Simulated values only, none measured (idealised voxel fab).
Presented below is a process module, voxel released beams.
For reference, the cross-section in this document is cut, with width 265 nm and square cells of 5 nm.
Think of the cross-section as a grid of square cells. We describe it in bands, top to bottom, and each band covers one or more rows of those cells.
Heads up on the band format: heights come first, top then bottom, in nm. After that it's the materials left to right, each with its width in nm. A single material flagged "all across" fills the whole band edge to edge, and "air" means there's empty space there.
Basically, 0 is our baseline, since under it the wafer straight out of the box is all one material. The bottom band has no lower end and keeps on going down, so it looks like "0 down".
Width: "30 to 40" (first number = top row, second number = bottom row, same change from row to row of cells).
What does "nothing was modified" mean for a step? It means no cell of the cross-section changed in that step.
"Closed voids list": sealed empty spaces, 8 cells or more, no open way to top, listed width x height at distance, with distance from the left edge and width, height and distance in nm.
Where a step's line continues beyond its settings, the continuation is a remark by the simulator itself on that step.
overlay nm: right-of-plan distance of the mask on a masked step; negative values mean left-of-plan.
Set out below are the planned steps of the process:
| 1 | op RECEIVE | material Si |
| 2 | op CONFORMAL_DEP | material SiN | thk nm 5 |
| 3 | op DIRECTIONAL_DEP | material SiO2 | thk nm 20 |
| 4 | op DIRECTIONAL_DEP | material aC | thk nm 15 |
| 5 | op PATTERN | tone open | mask id ANCHOR | material resist | width nm 45 | thk nm 35 | overlay nm 0 |
| 6 | op DIRECTIONAL_ETCH | etch materials aC | depth nm 15 |
| 7 | op STRIP | etch materials resist |
| 8 | op DIRECTIONAL_ETCH | etch materials SiO2 | depth nm 20 |
| 9 | op STRIP | etch materials aC |
| 10 | op CONFORMAL_DEP | material W | thk nm 15 |
| 11 | op DIRECTIONAL_DEP | material aC | thk nm 10 |
| 12 | op PATTERN | tone cover | mask id BEAM | material resist | width nm 95 | thk nm 30 | overlay nm 0 |
| 13 | op DIRECTIONAL_ETCH | etch materials aC | depth nm 10 |
| 14 | op STRIP | etch materials resist |
| 15 | op DIRECTIONAL_ETCH | etch materials W | depth nm 15 |
| 16 | op STRIP | etch materials aC |
| 17 | op STRIP | etch materials SiO2 |
Incoming wafer, cross-sectional view, post step 1:
	0 down = Si all across
	Closed voids list: none
End-of-module cross-section of the first of two wafers, processed as planned:
	40 to 25 = 80 nm air, 20 nm W, 15 nm air, 60 nm W, 90 nm air
	25 to 20 = 85 nm air, 15 nm W, 15 nm air, 15 nm W, 135 nm air
	20 to 5 = 85 nm air, 45 nm W, 135 nm air
	5 to 0 = SiN all across
	0 down = Si all across
	Closed voids list: none
This cross-section belongs to the second wafer of two at the end of the module; the start and the plan were shared with the first, and the run included one mistake:
	40 to 25 = 85 nm air, 15 nm W, 15 nm air, 60 nm W, 90 nm air
	25 to 20 = 85 nm air, 15 nm W, 15 nm air, 15 nm W, 135 nm air
	20 to 5 = 85 nm air, 45 nm W, 135 nm air
	5 to 0 = SiN all across
	0 down = Si all across
	Closed voids list: none
Diagnosis: step 12 ran with different settings than intended, the actual operation and settings being op PATTERN | tone cover | mask id BEAM | material resist | width nm 90 | thk nm 30 | overlay nm 0
At the finish, the second wafer shows more or fewer cells for some materials than the first does: W -3
